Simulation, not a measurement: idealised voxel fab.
Process module heading - voxel gate over fins
cross-section cut | 255 nm wide | cells 5 nm
Reading order for cross-sections: top band down to bottom band. Underlying form: a grid of square cells. Band size: one or more rows of cells.
Quick guide to a band line: top height, bottom height (nm) up front; then every material left to right with its width in nm. Only one material and it's marked "all across"? Then it fills the band edge to edge. And "air" just means empty space.
Measure heights from 0. That's the level where, below it, the as-received wafer is all one material. The lowest band is bottomless and extends downward; write it as in "0 nm and below".
A width such as "30->40" changes by the same amount from each row of cells to the next, from the band's top row to its bottom row.
Reading "nothing altered" for a step: not a cell of the cross-section changed in it.
The label "Closed void register" introduces a list of the empty spaces, 8 cells or larger, that have no open way up to the top; each entry in it reads width x height at distance, where the distance is taken from the left edge and all three are stated in nm.
Whatever follows a step's settings on its line is a remark the simulator itself makes about that step.
On any step carrying a mask, the "overlay nm" setting, if present on the step's line, tells how far right of its planned place the mask lay; negative values point to the left.
From here on the document is pairs. In a pair, the cross-section before one process step comes with the cross-section after it, and the latter goes no deeper than the lowest band that changed. What lies in between, the step and its settings, is written under the pair. A pair may be from a different run of this module on the same starting wafer than the pair above it, so it continues from that pair only where its entry headed "Pre-step profile" says so.

### Pre-step profile
* 25 nm to 10 nm  95 nm air | 15 nm aC | 145 nm air
* 10 nm to 0 nm  70 nm air | 15 nm SiN | 10 nm air | 15 nm SiO2 | 10 nm air | 15 nm SiN | 35 nm air | 15 nm SiN | 70 nm air
* 0 nm to -30 nm  70 nm air | 5 nm SiO2 | 5 nm Si | 5 nm SiO2 | 10 nm air | 15 nm SiO2 | 10 nm air | 5 nm SiO2 | 5 nm Si | 5 nm SiO2 | 35 nm air | 5 nm SiO2 | 5 nm Si | 5 nm SiO2 | 70 nm air
* -30 nm to -40 nm  75 nm SiO2 | 5 nm Si | 45 nm SiO2 | 5 nm Si | 45 nm SiO2 | 5 nm Si | 75 nm SiO2
* -40 nm and below  Si all across
* Closed void register: none

### Result of Step
* 10 nm to 0 nm  70 nm air | 15 nm SiN | 10 nm air | 15 nm SiO2 | 10 nm air | 15 nm SiN | 35 nm air | 15 nm SiN | 70 nm air
* Heights below 0 show no change.
* Closed void register: none
Step that separates the before view from the after view above: STRIP: etch materials aC

Pre-step profile: see the after view in the pair directly above.

### Result of Step
* 15 nm to 10 nm  65 nm air | 75 nm TiN | 25 nm air | 25 nm TiN | 65 nm air
* 10 nm to 0 nm  65 nm air | 5 nm TiN | 15 nm SiN | 10 nm TiN | 15 nm SiO2 | 10 nm TiN | 15 nm SiN | 5 nm TiN | 25 nm air | 5 nm TiN | 15 nm SiN | 5 nm TiN | 65 nm air
* 0 nm to -25 nm  65 nm air | 5 nm TiN | 5 nm SiO2 | 5 nm Si | 5 nm SiO2 | 10 nm TiN | 15 nm SiO2 | 10 nm TiN | 5 nm SiO2 | 5 nm Si | 5 nm SiO2 | 5 nm TiN | 25 nm air | 5 nm TiN | 5 nm SiO2 | 5 nm Si | 5 nm SiO2 | 5 nm TiN | 65 nm air
* -25 nm to -30 nm  70 nm TiN | 5 nm SiO2 | 5 nm Si | 5 nm SiO2 | 10 nm TiN | 15 nm SiO2 | 10 nm TiN | 5 nm SiO2 | 5 nm Si | 5 nm SiO2 | 35 nm TiN | 5 nm SiO2 | 5 nm Si | 5 nm SiO2 | 70 nm TiN
* Heights below -30 show no change.
* Closed void register: none
Step that separates the before view from the after view above: CONFORMAL_DEP: material TiN, thk nm 5

Pre-step profile: see the after view in the pair directly above.

### Result of Step
* 25 nm to 15 nm  Ru all across
* 15 nm to 10 nm  65 nm Ru | 75 nm TiN | 25 nm Ru | 25 nm TiN | 65 nm Ru
* 10 nm to 0 nm  65 nm Ru | 5 nm TiN | 15 nm SiN | 10 nm TiN | 15 nm SiO2 | 10 nm TiN | 15 nm SiN | 5 nm TiN | 25 nm Ru | 5 nm TiN | 15 nm SiN | 5 nm TiN | 65 nm Ru
* 0 nm to -25 nm  65 nm Ru | 5 nm TiN | 5 nm SiO2 | 5 nm Si | 5 nm SiO2 | 10 nm TiN | 15 nm SiO2 | 10 nm TiN | 5 nm SiO2 | 5 nm Si | 5 nm SiO2 | 5 nm TiN | 25 nm Ru | 5 nm TiN | 5 nm SiO2 | 5 nm Si | 5 nm SiO2 | 5 nm TiN | 65 nm Ru
* Heights below -25 show no change.
* Closed void register: none
Step that separates the before view from the after view above: FILL_DEP: material Ru, thk nm 10

Pre-step profile: see the after view in the pair directly above.

### Result of Step
* 10 nm to 0 nm  65 nm Ru | 5 nm TiN | 15 nm SiN | 10 nm TiN | 15 nm SiO2 | 10 nm TiN | 15 nm SiN | 5 nm TiN | 25 nm Ru | 5 nm TiN | 15 nm SiN | 5 nm TiN | 65 nm Ru
* Heights below 0 show no change.
* Closed void register: none
Step that separates the before view from the after view above: CMP: height nm 10

Pre-step profile: see the after view in the pair directly above.

### Result of Step
* 10 nm to 0 nm  70 nm air | 15 nm SiN | 10 nm air | 15 nm SiO2 | 10 nm air | 15 nm SiN | 35 nm air | 15 nm SiN | 70 nm air
* 0 nm to -25 nm  70 nm air | 5 nm SiO2 | 5 nm Si | 5 nm SiO2 | 10 nm air | 15 nm SiO2 | 10 nm air | 5 nm SiO2 | 5 nm Si | 5 nm SiO2 | 35 nm air | 5 nm SiO2 | 5 nm Si | 5 nm SiO2 | 70 nm air
* Heights below -25 show no change.
* Closed void register: none
Step that separates the before view from the after view above: SELECTIVE_ETCH: etch materials W Ru TiN, depth nm 35

Pre-step profile: see the after view in the pair directly above.

### Result of Step
* 15 nm to 10 nm  SiO2 all across
* 10 nm to 0 nm  70 nm SiO2 | 15 nm SiN | 35 nm SiO2 | 15 nm SiN | 35 nm SiO2 | 15 nm SiN | 70 nm SiO2
* 0 nm to -25 nm  75 nm SiO2 | 5 nm Si | 45 nm SiO2 | 5 nm Si | 45 nm SiO2 | 5 nm Si | 75 nm SiO2
* Heights below -25 show no change.
* Closed void register: none
Step that separates the before view from the after view above: FILL_DEP: material SiO2, thk nm 5

Pre-step profile: see the after view in the pair directly above.

### Result of Step
* 10 nm to 0 nm  70 nm SiO2 | 15 nm SiN | 35 nm SiO2 | 15 nm SiN | 35 nm SiO2 | 15 nm SiN | 70 nm SiO2
* Heights below 0 show no change.
* Closed void register: none
Step that separates the before view from the after view above: CMP: height nm 10

Pre-step profile: see the after view in the pair directly above.

### Result of Step
* 10 nm to 0 nm  70 nm air | 15 nm SiN | 35 nm air | 15 nm SiN | 35 nm air | 15 nm SiN | 70 nm air
* 0 nm to -15 nm  75 nm air | 5 nm Si | 45 nm air | 5 nm Si | 45 nm air | 5 nm Si | 75 nm air
* Heights below -15 show no change.
* Closed void register: none
Step that separates the before view from the after view above: SELECTIVE_ETCH: etch materials SiO2, depth nm 25

Pre-step profile: see the after view in the pair directly above.

### Result of Step
* 0 nm to -15 nm  75 nm air | 5 nm Si | 45 nm air | 5 nm Si | 45 nm air | 5 nm Si | 75 nm air
* Heights below -15 show no change.
* Closed void register: none
Step that separates the before view from the after view above: STRIP: etch materials SiN

Pre-step profile: see the after view in the pair directly above.

### Result of Step
* 5 nm to 0 nm  70 nm air | 15 nm HfO2 | 35 nm air | 15 nm HfO2 | 35 nm air | 15 nm HfO2 | 70 nm air
* 0 nm to -10 nm  70 nm air | 5 nm HfO2 | 5 nm Si | 5 nm HfO2 | 35 nm air | 5 nm HfO2 | 5 nm Si | 5 nm HfO2 | 35 nm air | 5 nm HfO2 | 5 nm Si | 5 nm HfO2 | 70 nm air
* -10 nm to -15 nm  75 nm HfO2 | 5 nm Si | 45 nm HfO2 | 5 nm Si | 45 nm HfO2 | 5 nm Si | 75 nm HfO2
* Heights below -15 show no change.
* Closed void register: none
Step that separates the before view from the after view above: CONFORMAL_DEP: material HfO2, thk nm 5

Pre-step profile: see the after view in the pair directly above.

### Result of Step
* 10 nm to 5 nm  65 nm air | 25 nm TiN | 25 nm air | 25 nm TiN | 25 nm air | 25 nm TiN | 65 nm air
* 5 nm to 0 nm  65 nm air | 5 nm TiN | 15 nm HfO2 | 5 nm TiN | 25 nm air | 5 nm TiN | 15 nm HfO2 | 5 nm TiN | 25 nm air | 5 nm TiN | 15 nm HfO2 | 5 nm TiN | 65 nm air
* 0 nm to -5 nm  65 nm air | 5 nm TiN | 5 nm HfO2 | 5 nm Si | 5 nm HfO2 | 5 nm TiN | 25 nm air | 5 nm TiN | 5 nm HfO2 | 5 nm Si | 5 nm HfO2 | 5 nm TiN | 25 nm air | 5 nm TiN | 5 nm HfO2 | 5 nm Si | 5 nm HfO2 | 5 nm TiN | 65 nm air
* -5 nm to -10 nm  70 nm TiN | 5 nm HfO2 | 5 nm Si | 5 nm HfO2 | 35 nm TiN | 5 nm HfO2 | 5 nm Si | 5 nm HfO2 | 35 nm TiN | 5 nm HfO2 | 5 nm Si | 5 nm HfO2 | 70 nm TiN
* Heights below -10 show no change.
* Closed void register: none
Step that separates the before view from the after view above: CONFORMAL_DEP: material TiN, thk nm 5

Pre-step profile: see the after view in the pair directly above.

### Result of Step
* 15 nm to 10 nm  60 nm air | 35 nm TiAl | 15 nm air | 35 nm TiAl | 15 nm air | 35 nm TiAl | 60 nm air
* 10 nm to 5 nm  60 nm air | 5 nm TiAl | 25 nm TiN | 5 nm TiAl | 15 nm air | 5 nm TiAl | 25 nm TiN | 5 nm TiAl | 15 nm air | 5 nm TiAl | 25 nm TiN | 5 nm TiAl | 60 nm air
* 5 nm to 0 nm  60 nm air | 5 nm TiAl | 5 nm TiN | 15 nm HfO2 | 5 nm TiN | 5 nm TiAl | 15 nm air | 5 nm TiAl | 5 nm TiN | 15 nm HfO2 | 5 nm TiN | 5 nm TiAl | 15 nm air | 5 nm TiAl | 5 nm TiN | 15 nm HfO2 | 5 nm TiN | 5 nm TiAl | 60 nm air
* 0 nm to -5 nm  65 nm TiAl | 5 nm TiN | 5 nm HfO2 | 5 nm Si | 5 nm HfO2 | 5 nm TiN | 25 nm TiAl | 5 nm TiN | 5 nm HfO2 | 5 nm Si | 5 nm HfO2 | 5 nm TiN | 25 nm TiAl | 5 nm TiN | 5 nm HfO2 | 5 nm Si | 5 nm HfO2 | 5 nm TiN | 65 nm TiAl
* Heights below -5 show no change.
* Closed void register: none
Step that separates the before view from the after view above: CONFORMAL_DEP: material TiAl, thk nm 5

Pre-step profile: see the after view in the pair directly above.

### Result of Step
* 20 nm to 15 nm  55 nm air | 45 nm TiN | 5 nm air | 45 nm TiN | 5 nm air | 45 nm TiN | 55 nm air
* 15 nm to 10 nm  55 nm air | 5 nm TiN | 35 nm TiAl | 5 nm TiN | 5 nm air | 5 nm TiN | 35 nm TiAl | 5 nm TiN | 5 nm air | 5 nm TiN | 35 nm TiAl | 5 nm TiN | 55 nm air
* 10 nm to 5 nm  55 nm air | 5 nm TiN | 5 nm TiAl | 25 nm TiN | 5 nm TiAl | 5 nm TiN | 5 nm air | 5 nm TiN | 5 nm TiAl | 25 nm TiN | 5 nm TiAl | 5 nm TiN | 5 nm air | 5 nm TiN | 5 nm TiAl | 25 nm TiN | 5 nm TiAl | 5 nm TiN | 55 nm air
* 5 nm to 0 nm  60 nm TiN | 5 nm TiAl | 5 nm TiN | 15 nm HfO2 | 5 nm TiN | 5 nm TiAl | 15 nm TiN | 5 nm TiAl | 5 nm TiN | 15 nm HfO2 | 5 nm TiN | 5 nm TiAl | 15 nm TiN | 5 nm TiAl | 5 nm TiN | 15 nm HfO2 | 5 nm TiN | 5 nm TiAl | 60 nm TiN
* Heights below 0 show no change.
* Closed void register: none
Step that separates the before view from the after view above: CONFORMAL_DEP: material TiN, thk nm 5

Pre-step profile: see the after view in the pair directly above.

### Result of Step
* 30 nm to 20 nm  W all across
* 20 nm to 15 nm  55 nm W | 45 nm TiN | 5 nm W | 45 nm TiN | 5 nm W | 45 nm TiN | 55 nm W
* 15 nm to 10 nm  55 nm W | 5 nm TiN | 35 nm TiAl | 5 nm TiN | 5 nm W | 5 nm TiN | 35 nm TiAl | 5 nm TiN | 5 nm W | 5 nm TiN | 35 nm TiAl | 5 nm TiN | 55 nm W
* 10 nm to 5 nm  55 nm W | 5 nm TiN | 5 nm TiAl | 25 nm TiN | 5 nm TiAl | 5 nm TiN | 5 nm W | 5 nm TiN | 5 nm TiAl | 25 nm TiN | 5 nm TiAl | 5 nm TiN | 5 nm W | 5 nm TiN | 5 nm TiAl | 25 nm TiN | 5 nm TiAl | 5 nm TiN | 55 nm W
* Heights below 5 show no change.
* Closed void register: none
Step that separates the before view from the after view above: FILL_DEP: material W, thk nm 10

Pre-step profile: see the after view in the pair directly above.

### Result of Step
* 25 nm to 20 nm  W all across
* Heights below 20 show no change.
* Closed void register: none
Step that separates the before view from the after view above: CMP: height nm 25

Pre-step profile: see the after view in the pair directly above.

### Result of Step
* 35 nm to 25 nm  SiCN all across
* Heights below 25 show no change.
* Closed void register: none
Step that separates the before view from the after view above: CONFORMAL_DEP: material SiCN, thk nm 10
